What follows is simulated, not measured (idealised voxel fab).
Name of the process module below: voxel double patterning
Cross-section cut spans 265 nm and uses square cells 5 nm in size.
This document writes a cross-section as a grid whose cells are square, and gives it as bands, listed from the top down; one or more rows of cells form a band.
The entry gives the band's vertical extent as a top height and a bottom height in nm, then its horizontal make-up as materials from left to right, each with a width in nm. "air" stands for empty space; a single material marked "throughout" fills the band edge to edge.
We count height from 0. Below that, the starting wafer is all one material. The lowest band never ends at the bottom but goes on down; see "0 -> down" for how that is written.
Top row gets the first number, bottom row gets the second, and each row in between changes by the same step: that is how a band width like "30->40" works.
"remains unaltered" after a step means that no cell of the cross-section changed.
For the entry "Voids, fully enclosed", the listed items are empty spaces with no open way to the top whose size is 8 cells or more; each item follows the pattern width x height at distance, where distance is from the left edge and all three are in nm.
Anything after a step's settings on that line? It's the simulator's own note about the step.
overlay nm: on a step with a mask, how far right of its planned place the mask lay; negative means left.

List of planned process steps:
1 RECEIVE,material Si
2 CONFORMAL_DEP,material SiO2,thk nm 5
3 DIRECTIONAL_DEP,material W,thk nm 15
4 DIRECTIONAL_DEP,material SiCN,thk nm 10
5 PATTERN,tone open,mask id FIRST,material resist,width nm 15,pitch nm 50,thk nm 20,overlay nm 0
6 DIRECTIONAL_ETCH,etch materials SiCN,depth nm 10
7 STRIP,etch materials resist
8 MASKED_ETCH,tone open,mask id SECOND,width nm 15,pitch nm 50,etch materials SiCN,depth nm 10,overlay nm 0
9 DIRECTIONAL_ETCH,etch materials W,depth nm 15
10 STRIP,etch materials SiCN

As-received wafer cross-section (after step 1):
> 0 -> down: Si throughout
> Voids, fully enclosed: none

Look at the cross-section after the module: the wafer started out the way shown above and the plan was the one shown above, yet one mistake was made along the way:
> 20 -> 15: 75 nm W; 15 nm air; 10 nm W; 15 nm air; 10 nm W; 15 nm air; 10 nm W; 15 nm air; 10 nm W; 15 nm air; 75 nm W
> 15 -> 5: W throughout
> 5 -> 0: SiO2 throughout
> 0 -> down: Si throughout
> Voids, fully enclosed: none
So what did we get wrong on this run? step 9 was not run as planned; what actually ran was DIRECTIONAL_ETCH,etch materials W,depth nm 5
